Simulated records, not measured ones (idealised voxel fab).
The name of this process module is voxel self aligned contacts.
170 nm wide, 5 nm square cells: that's cross-section cut.
The cross-sections in this document take the form of a grid made of square cells. They are written out as bands, in order from top to bottom. Each band consists of one or more rows of cells. Within each band entry, the heights of the top and of the bottom of the band appear first, in that order and in nm; the materials of the band then follow from left to right, each with its corresponding width in nm. The designation "everywhere" on a single material indicates that it fills the band from edge to edge; the designation "empty" indicates empty space. Height is counted from the level 0, under which the received wafer is composed throughout of one material. The lowest of the bands is not closed at the bottom but continues downward, in the notation "top 0, no bottom". Note: "30 to 40" means the width goes from the first number (top row of the band) to the second number (bottom row) in equal steps per row of cells. Step marked "changes: none"? Then no cell in the cross-section changed in it. Look at "Enclosed void list" for the closed voids: empty spaces with no open path to the top, sized 8 cells or up. Each is width x height at distance, distance from the left edge, all nm. Anything after a step's settings on that line? It's the simulator's own note about the step. overlay nm: for a step with a mask, the amount by which the mask lay right of where it was planned; a negative amount means left of it.
So here's the lineup of process steps we planned:
1. RECEIVE,material Si
2. CONFORMAL_DEP,material SiO2,thk nm 5
3. DIRECTIONAL_DEP,material polySi,thk nm 30
4. DIRECTIONAL_DEP,material SiN,thk nm 20
5. MASKED_ETCH,tone cover,mask id GATE,width nm 35,pitch nm 70,etch materials SiN,depth nm 20,overlay nm 0
6. MASKED_ETCH,tone cover,mask id GATE,width nm 35,pitch nm 70,etch materials polySi,depth nm 30,overlay nm 0
7. CONFORMAL_DEP,material SiN,thk nm 5
8. DIRECTIONAL_ETCH,etch materials SiN,depth nm 5
9. FILL_DEP,material SiO2,thk nm 20
10. CMP,height nm 65
11. MASKED_ETCH,tone open,mask id CONTACT,width nm 45,etch materials SiO2,depth nm 65,overlay nm 0
12. CONFORMAL_DEP,material TiN,thk nm 5
13. FILL_DEP,material Ru,thk nm 10
14. CMP,height nm 65
15. CONFORMAL_DEP,material SiCN,thk nm 5
Cross-section, incoming material, after step 1:
	top 0, no bottom | Si everywhere
	Enclosed void list: none
Sectioned view, first of two wafers, at the close of the module, processed as intended in the plan:
	top 70, bottom 65 | SiCN everywhere
	top 65, bottom 55 | SiO2=60 / TiN=5 to 15 / Ru=35 to 15 / TiN=5 to 15 / SiO2=65
	top 55, bottom 35 | SiO2=25 / SiN=45 / TiN=5 / Ru=15 / TiN=5 / SiN=45 / SiO2=30
	top 35, bottom 5 | SiO2=25 / SiN=5 / polySi=35 / SiN=5 / TiN=5 / Ru=15 / TiN=5 / SiN=5 / polySi=35 / SiN=5 / SiO2=30
	top 5, bottom 0 | SiO2=70 / TiN=25 / SiO2=75
	top 0, no bottom | Si everywhere
	Enclosed void list: none
What the second wafer looks like in cross-section once the module is done. Its start and its plan matched the first wafer's exactly; what differed was one mistake in how it was run:
	top 70, bottom 65 | SiCN everywhere
	top 65, bottom 60 | Ru everywhere
	top 60, bottom 55 | TiN=75 / Ru=15 / TiN=80
	top 55, bottom 35 | SiO2=25 / SiN=45 / TiN=5 / Ru=15 / TiN=5 / SiN=45 / SiO2=30
	top 35, bottom 5 | SiO2=25 / SiN=5 / polySi=35 / SiN=5 / TiN=5 / Ru=15 / TiN=5 / SiN=5 / polySi=35 / SiN=5 / SiO2=30
	top 5, bottom 0 | SiO2=70 / TiN=25 / SiO2=75
	top 0, no bottom | Si everywhere
	Enclosed void list: none
Diagnosis: step 10, actual vs plan mismatch, actual run CMP,height nm 55
Wafer comparison, final, in cells, second relative to first, materials more or fewer: Ru: 27 more; SiO2: 50 fewer; TiN: 23 more
